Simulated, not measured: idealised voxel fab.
This is a process module. Its name is voxel released beams.
The width of the displayed cross-section, cut, is 220 nm; its cells are square, with a size of 5 nm.
Cross-section format: a grid of square cells, given as bands from top to bottom; each band is one or more rows of cells.
Top height, bottom height, nm. Materials left to right, width each, nm. Single material + "full width" = fills band edge to edge. "empty" = empty.
Convention: height 0 is the level below which the wafer, as received, is all one material. The lowest band does not terminate at the bottom but continues downward, represented as "0 and below".
The expression "30..40" gives the width at the extremes of the band, the first number at its top row of cells and the second at its bottom row, with the width changing by equal amounts from each row to the next in between.
"no change occurred" -> step changed no cross-section cell.
Basically, "Sealed void listing" tells you about the enclosed voids: empty spaces with no open way to the top, 8 cells or bigger, each written width x height at distance, where distance is from the left edge, all in nm.
On each step's line, the part that comes after the settings is the simulator's own comment on the step.
overlay nm: for a step with a mask, the amount by which the mask lay right of where it was planned; a negative amount means left of it.
## Set out below are the planned steps of the process
1,RECEIVE: material Si
2,CONFORMAL_DEP: material SiN, thk nm 5
3,DIRECTIONAL_DEP: material SiO2, thk nm 20
4,PATTERN: tone open, mask id ANCHOR, material resist, width nm 30, thk nm 15, overlay nm 0
5,DIRECTIONAL_ETCH: etch materials SiO2, depth nm 20
6,STRIP: etch materials resist
7,CONFORMAL_DEP: material polySi, thk nm 10
8,PATTERN: tone cover, mask id BEAM, material resist, width nm 95, thk nm 15, overlay nm 0
9,DIRECTIONAL_ETCH: etch materials polySi, depth nm 10
10,STRIP: etch materials resist
11,STRIP: etch materials SiO2
## The first of the two wafers, which ran as planned
## Cross-section of the wafer upon arrival, representing the state reached after step 1
> 0 and below = Si full width
> Sealed void listing: none
## So this is the wafer cross-section right after step 2
> 5 down to 0 = SiN full width
> No changes below 0.
## So this is the wafer cross-section right after step 3
> 25 down to 5 = SiO2 full width
> No changes below 5.
## So this is the wafer cross-section right after step 4
> 40 down to 25 = resist (65)  empty (30)  resist (125)
> No changes below 25.
## So this is the wafer cross-section right after step 5
> 40 down to 25 = resist (65)  empty (30)  resist (125)
> 25 down to 5 = SiO2 (65)  empty (30)  SiO2 (125)
> No changes below 5.
## So this is the wafer cross-section right after step 6
> 25 down to 5 = SiO2 (65)  empty (30)  SiO2 (125)
> No changes below 5.
## So this is the wafer cross-section right after step 7
> 35 down to 25 = polySi (75)  empty (10)  polySi (135)
> 25 down to 15 = SiO2 (65)  polySi (10)  empty (10)  polySi (10)  SiO2 (125)
> 15 down to 5 = SiO2 (65)  polySi (30)  SiO2 (125)
> No changes below 5.
## So this is the wafer cross-section right after step 8
> 50 down to 35 = empty (60)  resist (95)  empty (65)
> 35 down to 25 = polySi (75)  resist (10)  polySi (135)
> 25 down to 15 = SiO2 (65)  polySi (10)  resist (10)  polySi (10)  SiO2 (125)
> No changes below 15.
## So this is the wafer cross-section right after step 9
> 50 down to 35 = empty (60)  resist (95)  empty (65)
> 35 down to 25 = empty (60)  polySi (15)  resist (10)  polySi (70)  empty (65)
> No changes below 25.
## So this is the wafer cross-section right after step 10
> 35 down to 25 = empty (60)  polySi (15)  empty (10)  polySi (70)  empty (65)
> 25 down to 15 = SiO2 (65)  polySi (10)  empty (10)  polySi (10)  SiO2 (125)
> No changes below 15.
## So this is the wafer cross-section right after step 11
> 35 down to 25 = empty (60)  polySi (15)  empty (10)  polySi (70)  empty (65)
> 25 down to 15 = empty (65)  polySi (10)  empty (10)  polySi (10)  empty (125)
> 15 down to 5 = empty (65)  polySi (30)  empty (125)
> No changes below 5.
## Wafer two of two - same starting point, same process plan, one mistake in execution; matches wafer one up to and including step 10
## Cross-section of the second wafer corresponding to the planned conclusion of step 11
> 35 down to 25 = empty (60)  polySi (15)  empty (10)  polySi (70)  empty (65)
> 25 down to 15 = empty (65)  polySi (10)  empty (10)  polySi (10)  empty (125)
> 15 down to 5 = empty (65)  polySi (30)  empty (125)
> No changes below 5.
Short version of what went wrong: the plan's step 11 ran twice
at the end the two cross-sections are the same: no effect in what this model computes
